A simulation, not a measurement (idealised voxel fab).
Process module in this document: voxel lift off
FYI the section here is cut, 215 nm wide, cells are 5 nm squares.
If you're reading a cross-section in this doc, picture square cells in a grid; it comes to you as bands, top ones listed first down to the bottom, and a band can be one or more rows of cells. For a band, the entry starts with two heights in nm, that of the top and then that of the bottom, and carries on with the band's materials in order from left to right, each alongside its width in nm; the word "everywhere" beside a single material means it fills the band edge to edge, and "empty" means empty space. Note: height 0 marks the level under which the wafer is uniformly one material as received. Lowest band unbounded below, written "z 0 and below". So if you see something like "30..40" for the width, read it as the top row of the band sitting at the first number and the bottom row at the second, with every row in between moving by the same amount as the last. What does "changes: none" mean for a step? It means no cell of the cross-section changed in that step. "Closed empty spaces" lists enclosed empty spaces (at least 8 cells, no open path upward to the top), each as width x height at distance from the left edge, in nm. Past the settings on a step's line: simulator remark, on that step. The optional step-line setting "overlay nm" applies to steps with a mask and quantifies how far to the right of its planned location the mask lay, a negative value indicating leftward placement.

[Here's what the planned process steps look like]
1 op RECEIVE | material Si
2 op CONFORMAL_DEP | material SiN | thk nm 5
3 op PATTERN | tone open | mask id LINES | material resist | width nm 20 | pitch nm 45 | thk nm 20 | overlay nm 0
4 op DIRECTIONAL_DEP | material Ru | thk nm 5
5 op STRIP | etch materials resist
6 op CONFORMAL_DEP | material SiCN | thk nm 5

[first wafer, as planned]

[Cross-section: wafer on arrival = after step 1]
  z 0 and below = Si everywhere
  Closed empty spaces: none

[Cross-section of the wafer subsequent to step 2]
  z 5 to 0 = SiN everywhere
  All layers under 0 are left as they were.

[Cross-section of the wafer subsequent to step 3]
  z 25 to 5 = resist: 50, empty: 20, resist: 25, empty: 20, resist: 25, empty: 20, resist: 55
  All layers under 5 are left as they were.

[Cross-section of the wafer subsequent to step 4]
  z 30 to 25 = Ru: 50, empty: 20, Ru: 25, empty: 20, Ru: 25, empty: 20, Ru: 55
  z 25 to 10 = resist: 50, empty: 20, resist: 25, empty: 20, resist: 25, empty: 20, resist: 55
  z 10 to 5 = resist: 50, Ru: 20, resist: 25, Ru: 20, resist: 25, Ru: 20, resist: 55
  All layers under 5 are left as they were.

[Cross-section of the wafer subsequent to step 5]
  z 10 to 5 = empty: 50, Ru: 20, empty: 25, Ru: 20, empty: 25, Ru: 20, empty: 55
  All layers under 5 are left as they were.

[Cross-section of the wafer subsequent to step 6]
  z 15 to 10 = empty: 45, SiCN: 30, empty: 15, SiCN: 30, empty: 15, SiCN: 30, empty: 50
  z 10 to 5 = SiCN: 50, Ru: 20, SiCN: 25, Ru: 20, SiCN: 25, Ru: 20, SiCN: 55
  All layers under 5 are left as they were.

[It is to be noted that the second wafer proceeded from the same initial state and according to the same plan as the first, although one mistake was committed in its execution; through step 2, inclusive, the two wafers share an identical history]

[Second wafer: cross-section at the scheduled end of step 3]
  z 25 to 5 = empty: 50, resist: 20, empty: 25, resist: 20, empty: 25, resist: 20, empty: 55
  All layers under 5 are left as they were.

[Second wafer: cross-section at the scheduled end of step 4]
  z 30 to 25 = empty: 50, Ru: 20, empty: 25, Ru: 20, empty: 25, Ru: 20, empty: 55
  z 25 to 10 = empty: 50, resist: 20, empty: 25, resist: 20, empty: 25, resist: 20, empty: 55
  z 10 to 5 = Ru: 50, resist: 20, Ru: 25, resist: 20, Ru: 25, resist: 20, Ru: 55
  All layers under 5 are left as they were.

[Second wafer: cross-section at the scheduled end of step 5]
  z 10 to 5 = Ru: 50, empty: 20, Ru: 25, empty: 20, Ru: 25, empty: 20, Ru: 55
  All layers under 5 are left as they were.

[Second wafer: cross-section at the scheduled end of step 6]
  z 15 to 10 = SiCN: 55, empty: 10, SiCN: 35, empty: 10, SiCN: 35, empty: 10, SiCN: 60
  z 10 to 5 = Ru: 50, SiCN: 20, Ru: 25, SiCN: 20, Ru: 25, SiCN: 20, Ru: 55
  All layers under 5 are left as they were.
The mistake made against the process plan was this: the process deviated at step 3: the operation and settings actually run there were op PATTERN | tone cover | mask id LINES | material resist | width nm 20 | pitch nm 45 | thk nm 20 | overlay nm 0
Cell-count delta at end, second wafer over first, by material: 19 more of Ru
